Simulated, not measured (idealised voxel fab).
Process module name: voxel capacitor over wiring
Shown is cross-section cut, with a width of 160 nm and square cells of size 5 nm.
A cross-section is a grid of square cells, given in bands from the top down. A band is one or more rows of cells.
Basically the band line says how high the top is and how high the bottom is, in nm, and then what's in it from left to right, every material with its width in nm. Empty space shows up as "blank", and if a single material carries "all across" it runs the full band edge to edge.
Ref level 0: as-received wafer is one material below here. Bottom band extends down with no lower bound ("0 and below").
A width given as "30->40" starts at the first number in the band's top row and ends at the second number in its bottom row, shifting by an equal amount at every step from row to row.
Reading "no alteration" for a step: not a cell of the cross-section changed in it.
Closed-off voids: empty space of 8 cells or more with no open way to the top, each as width x height at its distance from the left edge, in nm
Heads up: the bit after the settings on a step's line is the simulator's remark on that step.
You can add "overlay nm" to a step's line. For a step with a mask, it describes how far the mask lay to the right of its planned position, and a negative number describes a lay to the left.
What follows is a series of pairs. Each pair shows a cross-section before one process step and the cross-section after it, and the after view is drawn only down to the lowest band that changed. Beneath each pair is the step that lies between the two, with its settings. Pairs may come from different runs of this module on the same starting wafer, so a pair continues from the one above it only where its entry headed "Pre-step section" says so.
## Pre-step section
	80 down to 70 | 50 nm SiO2  15 nm blank  95 nm SiO2
	70 down to 60 | 40 nm SiO2  55 nm TiN  65 nm SiO2
	60 down to 55 | 40 nm SiO2  55 nm Al2O3  65 nm SiO2
	55 down to 50 | 35 nm SiO2  65 nm TiN  60 nm SiO2
	50 down to 40 | 40 nm lowk  5 nm TiN  5 nm Cu  5 nm TiN  105 nm lowk
	40 down to 35 | 40 nm SiCN  15 nm TiN  105 nm SiCN
	35 down to 20 | 25 nm lowk  5 nm SiCN  25 nm Ru  5 nm SiCN  40 nm lowk  5 nm SiCN  25 nm Ru  5 nm SiCN  25 nm lowk
	20 down to 15 | 30 nm SiCN  25 nm Ru  50 nm SiCN  25 nm Ru  30 nm SiCN
	15 down to 5 | SiO2 all across
	5 down to 0 | TiN all across
	0 and below | Si all across
	Closed-off voids: none
## Post-Step Appearance
	85 down to 80 | 55 nm TiN  5 nm blank  100 nm TiN
	80 down to 75 | 50 nm SiO2  5 nm TiN  5 nm blank  5 nm TiN  95 nm SiO2
	75 down to 70 | 50 nm SiO2  15 nm TiN  95 nm SiO2
	Rest of section, below 70: as before.
	Closed-off voids: none
Relating the two cross-sections above, the step in between is CONFORMAL_DEP, material TiN, thk nm 5
Pre-step section: The cross-section prior to this step is the one presented after the step of the pair immediately above.
## Post-Step Appearance
	95 down to 85 | Cu all across
	85 down to 80 | 55 nm TiN  5 nm Cu  100 nm TiN
	80 down to 75 | 50 nm SiO2  5 nm TiN  5 nm Cu  5 nm TiN  95 nm SiO2
	Rest of section, below 75: as before.
	Closed-off voids: none
Relating the two cross-sections above, the step in between is FILL_DEP, material Cu, thk nm 10
Pre-step section: The cross-section prior to this step is the one presented after the step of the pair immediately above.
## Post-Step Appearance
	80 down to 75 | 50 nm SiO2  5 nm TiN  5 nm Cu  5 nm TiN  95 nm SiO2
	Rest of section, below 75: as before.
	Closed-off voids: none
Relating the two cross-sections above, the step in between is CMP, height nm 80
Pre-step section: The cross-section prior to this step is the one presented after the step of the pair immediately above.
## Post-Step Appearance
	85 down to 80 | SiCN all across
	Rest of section, below 80: as before.
	Closed-off voids: none
Relating the two cross-sections above, the step in between is CONFORMAL_DEP, material SiCN, thk nm 5
## Pre-step section
	50 down to 40 | 40 nm lowk  5 nm TiN  5 nm Cu  5 nm TiN  105 nm lowk
	40 down to 35 | 40 nm SiCN  15 nm TiN  105 nm SiCN
	35 down to 15 | 25 nm lowk  5 nm SiCN  25 nm Ru  5 nm SiCN  40 nm lowk  5 nm SiCN  25 nm Ru  5 nm SiCN  25 nm lowk
	15 down to 10 | 30 nm SiCN  25 nm TiN  50 nm SiCN  25 nm TiN  30 nm SiCN
	10 down to 0 | SiO2 all across
	0 and below | Si all across
	Closed-off voids: none
## Post-Step Appearance
	65 down to 50 | TiN all across
	Rest of section, below 50: as before.
	Closed-off voids: none
Relating the two cross-sections above, the step in between is DIRECTIONAL_DEP, material TiN, thk nm 15
Pre-step section: The cross-section prior to this step is the one presented after the step of the pair immediately above.
## Post-Step Appearance
	70 down to 65 | Al2O3 all across
	Rest of section, below 65: as before.
	Closed-off voids: none
Relating the two cross-sections above, the step in between is DIRECTIONAL_DEP, material Al2O3, thk nm 5
Pre-step section: The cross-section prior to this step is the one presented after the step of the pair immediately above.
## Post-Step Appearance
	80 down to 70 | TiN all across
	Rest of section, below 70: as before.
	Closed-off voids: none
Relating the two cross-sections above, the step in between is DIRECTIONAL_DEP, material TiN, thk nm 10
Pre-step section: The cross-section prior to this step is the one presented after the step of the pair immediately above.
## Post-Step Appearance
	80 down to 70 | 40 nm blank  55 nm TiN  65 nm blank
	Rest of section, below 70: as before.
	Closed-off voids: none
Relating the two cross-sections above, the step in between is MASKED_ETCH, tone cover, mask id UPPER_PLATE, width nm 55, etch materials TiN, depth nm 10, overlay nm 0
Pre-step section: The cross-section prior to this step is the one presented after the step of the pair immediately above.
## Post-Step Appearance
	80 down to 70 | 40 nm blank  55 nm TiN  65 nm blank
	70 down to 65 | 40 nm blank  55 nm Al2O3  65 nm blank
	Rest of section, below 65: as before.
	Closed-off voids: none
Relating the two cross-sections above, the step in between is MASKED_ETCH, tone cover, mask id UPPER_PLATE, width nm 55, etch materials Al2O3, depth nm 5, overlay nm 0
Pre-step section: The cross-section prior to this step is the one presented after the step of the pair immediately above.
## Post-Step Appearance
	80 down to 70 | 40 nm blank  55 nm TiN  65 nm blank
	70 down to 65 | 40 nm blank  55 nm Al2O3  65 nm blank
	65 down to 60 | 35 nm blank  65 nm TiN  60 nm blank
	Rest of section, below 60: as before.
	Closed-off voids: none
Relating the two cross-sections above, the step in between is MASKED_ETCH, tone cover, mask id LOWER_PLATE, width nm 65, etch materials TiN, depth nm 5, overlay nm 0
Pre-step section: The cross-section prior to this step is the one presented after the step of the pair immediately above.
## Post-Step Appearance
	95 down to 80 | SiO2 all across
	80 down to 70 | 40 nm SiO2  55 nm TiN  65 nm SiO2
	70 down to 65 | 40 nm SiO2  55 nm Al2O3  65 nm SiO2
	65 down to 60 | 35 nm SiO2  65 nm TiN  60 nm SiO2
	Rest of section, below 60: as before.
	Closed-off voids: none
Relating the two cross-sections above, the step in between is FILL_DEP, material SiO2, thk nm 15
Pre-step section: The cross-section prior to this step is the one presented after the step of the pair immediately above.
## Post-Step Appearance
	80 down to 70 | 40 nm SiO2  55 nm TiN  65 nm SiO2
	Rest of section, below 70: as before.
	Closed-off voids: none
Relating the two cross-sections above, the step in between is CMP, height nm 80
Pre-step section: The cross-section prior to this step is the one presented after the step of the pair immediately above.
## Post-Step Appearance
	95 down to 80 | aC all across
	Rest of section, below 80: as before.
	Closed-off voids: none
Relating the two cross-sections above, the step in between is DIRECTIONAL_DEP, material aC, thk nm 15
Pre-step section: The cross-section prior to this step is the one presented after the step of the pair immediately above.
## Post-Step Appearance
	130 down to 95 | 50 nm resist  15 nm blank  95 nm resist
	Rest of section, below 95: as before.
	Closed-off voids: none
Relating the two cross-sections above, the step in between is PATTERN, tone open, mask id PLUG_2, material resist, width nm 15, thk nm 35, overlay nm 0
Pre-step section: The cross-section prior to this step is the one presented after the step of the pair immediately above.
## Post-Step Appearance
	115 down to 95 | 50 nm resist  15 nm blank  95 nm resist
	95 down to 80 | 50 nm aC  15 nm blank  95 nm aC
	Rest of section, below 80: as before.
	Closed-off voids: none
Relating the two cross-sections above, the step in between is DIRECTIONAL_ETCH, etch materials aC, depth nm 15
Pre-step section: The cross-section prior to this step is the one presented after the step of the pair immediately above.
## Post-Step Appearance
	95 down to 80 | 50 nm aC  15 nm blank  95 nm aC
	Rest of section, below 80: as before.
	Closed-off voids: none
Relating the two cross-sections above, the step in between is STRIP, etch materials resist
Pre-step section: The cross-section prior to this step is the one presented after the step of the pair immediately above.
## Post-Step Appearance
	80 down to 70 | 40 nm SiO2  55 nm TiN  65 nm SiO2
	Rest of section, below 70: as before.
	Closed-off voids: none
Relating the two cross-sections above, the step in between is STRIP, etch materials aC
Pre-step section: The cross-section prior to this step is the one presented after the step of the pair immediately above.
## Post-Step Appearance
	85 down to 80 | TiN all across
	Rest of section, below 80: as before.
	Closed-off voids: none
Relating the two cross-sections above, the step in between is CONFORMAL_DEP, material TiN, thk nm 5
Pre-step section: The cross-section prior to this step is the one presented after the step of the pair immediately above.
## Post-Step Appearance
	95 down to 85 | Cu all across
	Rest of section, below 85: as before.
	Closed-off voids: none
Relating the two cross-sections above, the step in between is FILL_DEP, material Cu, thk nm 10
Pre-step section: The cross-section prior to this step is the one presented after the step of the pair immediately above.
## Post-Step Appearance
	80 down to 70 | 40 nm SiO2  55 nm TiN  65 nm SiO2
	Rest of section, below 70: as before.
	Closed-off voids: none
Relating the two cross-sections above, the step in between is CMP, height nm 80
Pre-step section: The cross-section prior to this step is the one presented after the step of the pair immediately above.
## Post-Step Appearance
	85 down to 80 | SiCN all across
	Rest of section, below 80: as before.
	Closed-off voids: none
Relating the two cross-sections above, the step in between is CONFORMAL_DEP, material SiCN, thk nm 5
## Pre-step section
	70 down to 60 | TiN all across
	60 down to 55 | Al2O3 all across
	55 down to 50 | TiN all across
	50 down to 40 | 40 nm lowk  5 nm TiN  5 nm Cu  5 nm TiN  105 nm lowk
	40 down to 35 | 40 nm SiCN  15 nm TiN  105 nm SiCN
	35 down to 15 | 25 nm lowk  5 nm SiCN  25 nm Ru  5 nm SiCN  40 nm lowk  5 nm SiCN  25 nm Ru  5 nm SiCN  25 nm lowk
	15 down to 10 | 30 nm SiCN  25 nm TiN  50 nm SiCN  25 nm TiN  30 nm SiCN
	10 down to 0 | SiO2 all across
	0 and below | Si all across
	Closed-off voids: none
## Post-Step Appearance
	70 down to 60 | 45 nm blank  45 nm TiN  70 nm blank
	Rest of section, below 60: as before.
	Closed-off voids: none
Relating the two cross-sections above, the step in between is MASKED_ETCH, tone cover, mask id UPPER_PLATE, width nm 45, etch materials TiN, depth nm 10, overlay nm 0
Pre-step section: The cross-section prior to this step is the one presented after the step of the pair immediately above.
## Post-Step Appearance
	70 down to 60 | 45 nm blank  45 nm TiN  70 nm blank
	60 down to 55 | 40 nm blank  55 nm Al2O3  65 nm blank
	Rest of section, below 55: as before.
	Closed-off voids: none
Relating the two cross-sections above, the step in between is MASKED_ETCH, tone cover, mask id UPPER_PLATE, width nm 55, etch materials Al2O3, depth nm 5, overlay nm 0
Pre-step section: The cross-section prior to this step is the one presented after the step of the pair immediately above.
## Post-Step Appearance
	70 down to 60 | 45 nm blank  45 nm TiN  70 nm blank
	60 down to 55 | 40 nm blank  55 nm Al2O3  65 nm blank
	55 down to 50 | 35 nm blank  65 nm TiN  60 nm blank
	Rest of section, below 50: as before.
	Closed-off voids: none
Relating the two cross-sections above, the step in between is MASKED_ETCH, tone cover, mask id LOWER_PLATE, width nm 65, etch materials TiN, depth nm 5, overlay nm 0
Pre-step section: The cross-section prior to this step is the one presented after the step of the pair immediately above.
## Post-Step Appearance
	85 down to 70 | SiO2 all across
	70 down to 60 | 45 nm SiO2  45 nm TiN  70 nm SiO2
	60 down to 55 | 40 nm SiO2  55 nm Al2O3  65 nm SiO2
	55 down to 50 | 35 nm SiO2  65 nm TiN  60 nm SiO2
	Rest of section, below 50: as before.
	Closed-off voids: none
Relating the two cross-sections above, the step in between is FILL_DEP, material SiO2, thk nm 15
Pre-step section: The cross-section prior to this step is the one presented after the step of the pair immediately above.
## Post-Step Appearance
	80 down to 70 | SiO2 all across
	Rest of section, below 70: as before.
	Closed-off voids: none
Relating the two cross-sections above, the step in between is CMP, height nm 80
Pre-step section: The cross-section prior to this step is the one presented after the step of the pair immediately above.
## Post-Step Appearance
	95 down to 80 | aC all across
	Rest of section, below 80: as before.
	Closed-off voids: none
Relating the two cross-sections above, the step in between is DIRECTIONAL_DEP, material aC, thk nm 15
Pre-step section: The cross-section prior to this step is the one presented after the step of the pair immediately above.
## Post-Step Appearance
	130 down to 95 | 50 nm resist  15 nm blank  95 nm resist
	Rest of section, below 95: as before.
	Closed-off voids: none
Relating the two cross-sections above, the step in between is PATTERN, tone open, mask id PLUG_2, material resist, width nm 15, thk nm 35, overlay nm 0
Pre-step section: The cross-section prior to this step is the one presented after the step of the pair immediately above.
## Post-Step Appearance
	115 down to 95 | 50 nm resist  15 nm blank  95 nm resist
	95 down to 80 | 50 nm aC  15 nm blank  95 nm aC
	Rest of section, below 80: as before.
	Closed-off voids: none
Relating the two cross-sections above, the step in between is DIRECTIONAL_ETCH, etch materials aC, depth nm 15
Pre-step section: The cross-section prior to this step is the one presented after the step of the pair immediately above.
## Post-Step Appearance
	95 down to 80 | 50 nm aC  15 nm blank  95 nm aC
	Rest of section, below 80: as before.
	Closed-off voids: none
Relating the two cross-sections above, the step in between is STRIP, etch materials resist
Pre-step section: The cross-section prior to this step is the one presented after the step of the pair immediately above.
## Post-Step Appearance
	95 down to 80 | 50 nm aC  15 nm blank  95 nm aC
	80 down to 70 | 50 nm SiO2  15 nm blank  95 nm SiO2
	Rest of section, below 70: as before.
	Closed-off voids: none
Relating the two cross-sections above, the step in between is DIRECTIONAL_ETCH, etch materials SiO2, depth nm 10
Pre-step section: The cross-section prior to this step is the one presented after the step of the pair immediately above.
## Post-Step Appearance
	80 down to 70 | 50 nm SiO2  15 nm blank  95 nm SiO2
	Rest of section, below 70: as before.
	Closed-off voids: none
Relating the two cross-sections above, the step in between is STRIP, etch materials aC
Pre-step section: The cross-section prior to this step is the one presented after the step of the pair immediately above.
## Post-Step Appearance
	85 down to 80 | 55 nm TiN  5 nm blank  100 nm TiN
	80 down to 75 | 50 nm SiO2  5 nm TiN  5 nm blank  5 nm TiN  95 nm SiO2
	75 down to 70 | 50 nm SiO2  15 nm TiN  95 nm SiO2
	Rest of section, below 70: as before.
	Closed-off voids: none
Relating the two cross-sections above, the step in between is CONFORMAL_DEP, material TiN, thk nm 5
Pre-step section: The cross-section prior to this step is the one presented after the step of the pair immediately above.
## Post-Step Appearance
	95 down to 85 | Cu all across
	85 down to 80 | 55 nm TiN  5 nm Cu  100 nm TiN
	80 down to 75 | 50 nm SiO2  5 nm TiN  5 nm Cu  5 nm TiN  95 nm SiO2
	Rest of section, below 75: as before.
	Closed-off voids: none
Relating the two cross-sections above, the step in between is FILL_DEP, material Cu, thk nm 10
Pre-step section: The cross-section prior to this step is the one presented after the step of the pair immediately above.
## Post-Step Appearance
	80 down to 75 | 50 nm SiO2  5 nm TiN  5 nm Cu  5 nm TiN  95 nm SiO2
	Rest of section, below 75: as before.
	Closed-off voids: none
Relating the two cross-sections above, the step in between is CMP, height nm 80
Pre-step section: The cross-section prior to this step is the one presented after the step of the pair immediately above.
## Post-Step Appearance
	85 down to 80 | SiCN all across
	Rest of section, below 80: as before.
	Closed-off voids: none
Relating the two cross-sections above, the step in between is CONFORMAL_DEP, material SiCN, thk nm 5
## Pre-step section
	50 down to 40 | lowk all across
	40 down to 35 | SiCN all across
	35 down to 15 | 25 nm lowk  5 nm SiCN  25 nm Ru  5 nm SiCN  40 nm lowk  5 nm SiCN  25 nm Ru  5 nm SiCN  25 nm lowk
	15 down to 10 | 30 nm SiCN  25 nm TiN  50 nm SiCN  25 nm TiN  30 nm SiCN
	10 down to 0 | SiO2 all across
	0 and below | Si all across
	Closed-off voids: none
## Post-Step Appearance
	65 down to 50 | 35 nm resist  15 nm blank  110 nm resist
	Rest of section, below 50: as before.
	Closed-off voids: none
Relating the two cross-sections above, the step in between is PATTERN, tone open, mask id PLUG_1, material resist, width nm 15, thk nm 15, overlay nm -5
Pre-step section: The cross-section prior to this step is the one presented after the step of the pair immediately above.
## Post-Step Appearance
	65 down to 50 | 35 nm resist  15 nm blank  110 nm resist
	50 down to 40 | 35 nm lowk  15 nm blank  110 nm lowk
	Rest of section, below 40: as before.
	Closed-off voids: none
Relating the two cross-sections above, the step in between is DIRECTIONAL_ETCH, etch materials lowk, depth nm 10
Pre-step section: The cross-section prior to this step is the one presented after the step of the pair immediately above.
## Post-Step Appearance
	65 down to 50 | 35 nm resist  15 nm blank  110 nm resist
	50 down to 40 | 35 nm lowk  15 nm blank  110 nm lowk
	40 down to 35 | 35 nm SiCN  15 nm blank  110 nm SiCN
	Rest of section, below 35: as before.
	Closed-off voids: none
Relating the two cross-sections above, the step in between is DIRECTIONAL_ETCH, etch materials SiCN, depth nm 5
Pre-step section: The cross-section prior to this step is the one presented after the step of the pair immediately above.
## Post-Step Appearance
	50 down to 40 | 35 nm lowk  15 nm blank  110 nm lowk
	Rest of section, below 40: as before.
	Closed-off voids: none
Relating the two cross-sections above, the step in between is STRIP, etch materials resist
Pre-step section: The cross-section prior to this step is the one presented after the step of the pair immediately above.
## Post-Step Appearance
	55 down to 50 | 40 nm TiN  5 nm blank  115 nm TiN
	50 down to 40 | 35 nm lowk  5 nm TiN  5 nm blank  5 nm TiN  110 nm lowk
	40 down to 35 | 35 nm SiCN  15 nm TiN  110 nm SiCN
	Rest of section, below 35: as before.
	Closed-off voids: none
Relating the two cross-sections above, the step in between is CONFORMAL_DEP, material TiN, thk nm 5
Pre-step section: The cross-section prior to this step is the one presented after the step of the pair immediately above.
## Post-Step Appearance
	60 down to 55 | Cu all across
	55 down to 50 | 40 nm TiN  5 nm Cu  115 nm TiN
	50 down to 40 | 35 nm lowk  5 nm TiN  5 nm Cu  5 nm TiN  110 nm lowk
	Rest of section, below 40: as before.
	Closed-off voids: none
Relating the two cross-sections above, the step in between is FILL_DEP, material Cu, thk nm 5
Pre-step section: The cross-section prior to this step is the one presented after the step of the pair immediately above.
## Post-Step Appearance
	50 down to 40 | 35 nm lowk  5 nm TiN  5 nm Cu  5 nm TiN  110 nm lowk
	Rest of section, below 40: as before.
	Closed-off voids: none
Relating the two cross-sections above, the step in between is CMP, height nm 50
Pre-step section: The cross-section prior to this step is the one presented after the step of the pair immediately above.
## Post-Step Appearance
	55 down to 50 | TiN all across
	Rest of section, below 50: as before.
	Closed-off voids: none
Relating the two cross-sections above, the step in between is DIRECTIONAL_DEP, material TiN, thk nm 5
Pre-step section: The cross-section prior to this step is the one presented after the step of the pair immediately above.
## Post-Step Appearance
	60 down to 55 | Al2O3 all across
	Rest of section, below 55: as before.
	Closed-off voids: none
Relating the two cross-sections above, the step in between is DIRECTIONAL_DEP, material Al2O3, thk nm 5
Pre-step section: The cross-section prior to this step is the one presented after the step of the pair immediately above.
## Post-Step Appearance
	70 down to 60 | TiN all across
	Rest of section, below 60: as before.
	Closed-off voids: none
Relating the two cross-sections above, the step in between is DIRECTIONAL_DEP, material TiN, thk nm 10
Pre-step section: The cross-section prior to this step is the one presented after the step of the pair immediately above.
## Post-Step Appearance
	70 down to 60 | 40 nm blank  55 nm TiN  65 nm blank
	Rest of section, below 60: as before.
	Closed-off voids: none
Relating the two cross-sections above, the step in between is MASKED_ETCH, tone cover, mask id UPPER_PLATE, width nm 55, etch materials TiN, depth nm 10, overlay nm 0
Pre-step section: The cross-section prior to this step is the one presented after the step of the pair immediately above.
## Post-Step Appearance
	70 down to 60 | 40 nm blank  55 nm TiN  65 nm blank
	60 down to 55 | 40 nm blank  55 nm Al2O3  65 nm blank
	Rest of section, below 55: as before.
	Closed-off voids: none
Relating the two cross-sections above, the step in between is MASKED_ETCH, tone cover, mask id UPPER_PLATE, width nm 55, etch materials Al2O3, depth nm 5, overlay nm 0
Pre-step section: The cross-section prior to this step is the one presented after the step of the pair immediately above.
## Post-Step Appearance
	70 down to 60 | 40 nm blank  55 nm TiN  65 nm blank
	60 down to 55 | 40 nm blank  55 nm Al2O3  65 nm blank
	55 down to 50 | 35 nm blank  65 nm TiN  60 nm blank
	Rest of section, below 50: as before.
	Closed-off voids: none
Relating the two cross-sections above, the step in between is MASKED_ETCH, tone cover, mask id LOWER_PLATE, width nm 65, etch materials TiN, depth nm 5, overlay nm 0
Pre-step section: The cross-section prior to this step is the one presented after the step of the pair immediately above.
## Post-Step Appearance
	85 down to 70 | SiO2 all across
	70 down to 60 | 40 nm SiO2  55 nm TiN  65 nm SiO2
	60 down to 55 | 40 nm SiO2  55 nm Al2O3  65 nm SiO2
	55 down to 50 | 35 nm SiO2  65 nm TiN  60 nm SiO2
	Rest of section, below 50: as before.
	Closed-off voids: none
Relating the two cross-sections above, the step in between is FILL_DEP, material SiO2, thk nm 15
Pre-step section: The cross-section prior to this step is the one presented after the step of the pair immediately above.
## Post-Step Appearance
	80 down to 70 | SiO2 all across
	Rest of section, below 70: as before.
	Closed-off voids: none
Relating the two cross-sections above, the step in between is CMP, height nm 80
Pre-step section: The cross-section prior to this step is the one presented after the step of the pair immediately above.
## Post-Step Appearance
	95 down to 80 | aC all across
	Rest of section, below 80: as before.
	Closed-off voids: none
Relating the two cross-sections above, the step in between is DIRECTIONAL_DEP, material aC, thk nm 15
Pre-step section: The cross-section prior to this step is the one presented after the step of the pair immediately above.
## Post-Step Appearance
	130 down to 95 | 50 nm resist  15 nm blank  95 nm resist
	Rest of section, below 95: as before.
	Closed-off voids: none
Relating the two cross-sections above, the step in between is PATTERN, tone open, mask id PLUG_2, material resist, width nm 15, thk nm 35, overlay nm 0
Pre-step section: The cross-section prior to this step is the one presented after the step of the pair immediately above.
## Post-Step Appearance
	115 down to 95 | 50 nm resist  15 nm blank  95 nm resist
	95 down to 80 | 50 nm aC  15 nm blank  95 nm aC
	Rest of section, below 80: as before.
	Closed-off voids: none
Relating the two cross-sections above, the step in between is DIRECTIONAL_ETCH, etch materials aC, depth nm 15
Pre-step section: The cross-section prior to this step is the one presented after the step of the pair immediately above.
## Post-Step Appearance
	95 down to 80 | 50 nm aC  15 nm blank  95 nm aC
	Rest of section, below 80: as before.
	Closed-off voids: none
Relating the two cross-sections above, the step in between is STRIP, etch materials resist
Pre-step section: The cross-section prior to this step is the one presented after the step of the pair immediately above.
## Post-Step Appearance
	95 down to 80 | 50 nm aC  15 nm blank  95 nm aC
	80 down to 70 | 50 nm SiO2  15 nm blank  95 nm SiO2
	Rest of section, below 70: as before.
	Closed-off voids: none
Relating the two cross-sections above, the step in between is DIRECTIONAL_ETCH, etch materials SiO2, depth nm 10
Pre-step section: The cross-section prior to this step is the one presented after the step of the pair immediately above.
## Post-Step Appearance
	80 down to 70 | 50 nm SiO2  15 nm blank  95 nm SiO2
	Rest of section, below 70: as before.
	Closed-off voids: none
Relating the two cross-sections above, the step in between is STRIP, etch materials aC
Pre-step section: The cross-section prior to this step is the one presented after the step of the pair immediately above.
## Post-Step Appearance
	85 down to 80 | 55 nm TiN  5 nm blank  100 nm TiN
	80 down to 75 | 50 nm SiO2  5 nm TiN  5 nm blank  5 nm TiN  95 nm SiO2
	75 down to 70 | 50 nm SiO2  15 nm TiN  95 nm SiO2
	Rest of section, below 70: as before.
	Closed-off voids: none
Relating the two cross-sections above, the step in between is CONFORMAL_DEP, material TiN, thk nm 5
Pre-step section: The cross-section prior to this step is the one presented after the step of the pair immediately above.
## Post-Step Appearance
	95 down to 85 | Cu all across
	85 down to 80 | 55 nm TiN  5 nm Cu  100 nm TiN
	80 down to 75 | 50 nm SiO2  5 nm TiN  5 nm Cu  5 nm TiN  95 nm SiO2
	Rest of section, below 75: as before.
	Closed-off voids: none
Relating the two cross-sections above, the step in between is FILL_DEP, material Cu, thk nm 10
Pre-step section: The cross-section prior to this step is the one presented after the step of the pair immediately above.
## Post-Step Appearance
	80 down to 75 | 50 nm SiO2  5 nm TiN  5 nm Cu  5 nm TiN  95 nm SiO2
	Rest of section, below 75: as before.
	Closed-off voids: none
Relating the two cross-sections above, the step in between is CMP, height nm 80
Pre-step section: The cross-section prior to this step is the one presented after the step of the pair immediately above.
## Post-Step Appearance
	85 down to 80 | SiCN all across
	Rest of section, below 80: as before.
	Closed-off voids: none
Relating the two cross-sections above, the step in between is CONFORMAL_DEP, material SiCN, thk nm 5
## Pre-step section
	0 and below | Si all across
	Closed-off voids: none
## Post-Step Appearance
	10 down to 0 | Cu all across
	Rest of section, below 0: as before.
	Closed-off voids: none
Relating the two cross-sections above, the step in between is CONFORMAL_DEP, material Cu, thk nm 10
Pre-step section: The cross-section prior to this step is the one presented after the step of the pair immediately above.
## Post-Step Appearance
	15 down to 10 | TiN all across
	Rest of section, below 10: as before.
	Closed-off voids: none
Relating the two cross-sections above, the step in between is DIRECTIONAL_DEP, material TiN, thk nm 5
Pre-step section: The cross-section prior to this step is the one presented after the step of the pair immediately above.
## Post-Step Appearance
	35 down to 15 | Ru all across
	Rest of section, below 15: as before.
	Closed-off voids: none
Relating the two cross-sections above, the step in between is DIRECTIONAL_DEP, material Ru, thk nm 20
Pre-step section: The cross-section prior to this step is the one presented after the step of the pair immediately above.
## Post-Step Appearance
	50 down to 35 | 30 nm blank  25 nm resist  50 nm blank  25 nm resist  30 nm blank
	Rest of section, below 35: as before.
	Closed-off voids: none
Relating the two cross-sections above, the step in between is PATTERN, tone cover, mask id METAL_1, material resist, width nm 25, pitch nm 75, thk nm 15, overlay nm 0
Pre-step section: The cross-section prior to this step is the one presented after the step of the pair immediately above.
## Post-Step Appearance
	50 down to 35 | 30 nm blank  25 nm resist  50 nm blank  25 nm resist  30 nm blank
	35 down to 15 | 30 nm blank  25 nm Ru  50 nm blank  25 nm Ru  30 nm blank
	Rest of section, below 15: as before.
	Closed-off voids: none
Relating the two cross-sections above, the step in between is DIRECTIONAL_ETCH, etch materials Ru, depth nm 20
Pre-step section: The cross-section prior to this step is the one presented after the step of the pair immediately above.
## Post-Step Appearance
	50 down to 35 | 30 nm blank  25 nm resist  50 nm blank  25 nm resist  30 nm blank
	35 down to 15 | 30 nm blank  25 nm Ru  50 nm blank  25 nm Ru  30 nm blank
	15 down to 10 | 30 nm blank  25 nm TiN  50 nm blank  25 nm TiN  30 nm blank
	Rest of section, below 10: as before.
	Closed-off voids: none
Relating the two cross-sections above, the step in between is DIRECTIONAL_ETCH, etch materials TiN, depth nm 5
Pre-step section: The cross-section prior to this step is the one presented after the step of the pair immediately above.
## Post-Step Appearance
	35 down to 15 | 30 nm blank  25 nm Ru  50 nm blank  25 nm Ru  30 nm blank
	Rest of section, below 15: as before.
	Closed-off voids: none
Relating the two cross-sections above, the step in between is STRIP, etch materials resist
Pre-step section: The cross-section prior to this step is the one presented after the step of the pair immediately above.
## Post-Step Appearance
	40 down to 35 | 25 nm blank  35 nm SiCN  40 nm blank  35 nm SiCN  25 nm blank
	35 down to 15 | 25 nm blank  5 nm SiCN  25 nm Ru  5 nm SiCN  40 nm blank  5 nm SiCN  25 nm Ru  5 nm SiCN  25 nm blank
	15 down to 10 | 30 nm SiCN  25 nm TiN  50 nm SiCN  25 nm TiN  30 nm SiCN
	Rest of section, below 10: as before.
	Closed-off voids: none
Relating the two cross-sections above, the step in between is CONFORMAL_DEP, material SiCN, thk nm 5
Pre-step section: The cross-section prior to this step is the one presented after the step of the pair immediately above.
## Post-Step Appearance
	50 down to 40 | lowk all across
	40 down to 35 | 25 nm lowk  35 nm SiCN  40 nm lowk  35 nm SiCN  25 nm lowk
	35 down to 15 | 25 nm lowk  5 nm SiCN  25 nm Ru  5 nm SiCN  40 nm lowk  5 nm SiCN  25 nm Ru  5 nm SiCN  25 nm lowk
	Rest of section, below 15: as before.
	Closed-off voids: none
Relating the two cross-sections above, the step in between is FILL_DEP, material lowk, thk nm 10
Pre-step section: The cross-section prior to this step is the one presented after the step of the pair immediately above.
## Post-Step Appearance
	35 down to 15 | 25 nm lowk  5 nm SiCN  25 nm Ru  5 nm SiCN  40 nm lowk  5 nm SiCN  25 nm Ru  5 nm SiCN  25 nm lowk
	Rest of section, below 15: as before.
	Closed-off voids: none
Relating the two cross-sections above, the step in between is CMP, height nm 35
Pre-step section: The cross-section prior to this step is the one presented after the step of the pair immediately above.
## Post-Step Appearance
	40 down to 35 | SiCN all across
	Rest of section, below 35: as before.
	Closed-off voids: none
Relating the two cross-sections above, the step in between is CONFORMAL_DEP, material SiCN, thk nm 5
Pre-step section: The cross-section prior to this step is the one presented after the step of the pair immediately above.
## Post-Step Appearance
	50 down to 40 | lowk all across
	Rest of section, below 40: as before.
	Closed-off voids: none
Relating the two cross-sections above, the step in between is DIRECTIONAL_DEP, material lowk, thk nm 10
Pre-step section: The cross-section prior to this step is the one presented after the step of the pair immediately above.
## Post-Step Appearance
	65 down to 50 | 40 nm resist  15 nm blank  105 nm resist
	Rest of section, below 50: as before.
	Closed-off voids: none
Relating the two cross-sections above, the step in between is PATTERN, tone open, mask id PLUG_1, material resist, width nm 15, thk nm 15, overlay nm 0
Pre-step section: The cross-section prior to this step is the one presented after the step of the pair immediately above.
## Post-Step Appearance
	65 down to 50 | 40 nm resist  15 nm blank  105 nm resist
	50 down to 40 | 40 nm lowk  15 nm blank  105 nm lowk
	Rest of section, below 40: as before.
	Closed-off voids: none
Relating the two cross-sections above, the step in between is DIRECTIONAL_ETCH, etch materials lowk, depth nm 10
Pre-step section: The cross-section prior to this step is the one presented after the step of the pair immediately above.
## Post-Step Appearance
	65 down to 50 | 40 nm resist  15 nm blank  105 nm resist
	50 down to 40 | 40 nm lowk  15 nm blank  105 nm lowk
	40 down to 35 | 40 nm SiCN  15 nm blank  105 nm SiCN
	Rest of section, below 35: as before.
	Closed-off voids: none
Relating the two cross-sections above, the step in between is DIRECTIONAL_ETCH, etch materials SiCN, depth nm 5
Pre-step section: The cross-section prior to this step is the one presented after the step of the pair immediately above.
## Post-Step Appearance
	50 down to 40 | 40 nm lowk  15 nm blank  105 nm lowk
	Rest of section, below 40: as before.
	Closed-off voids: none
Relating the two cross-sections above, the step in between is STRIP, etch materials resist
Pre-step section: The cross-section prior to this step is the one presented after the step of the pair immediately above.
## Post-Step Appearance
	55 down to 50 | 45 nm TiN  5 nm blank  110 nm TiN
	50 down to 40 | 40 nm lowk  5 nm TiN  5 nm blank  5 nm TiN  105 nm lowk
	40 down to 35 | 40 nm SiCN  15 nm TiN  105 nm SiCN
	Rest of section, below 35: as before.
	Closed-off voids: none
Relating the two cross-sections above, the step in between is CONFORMAL_DEP, material TiN, thk nm 5
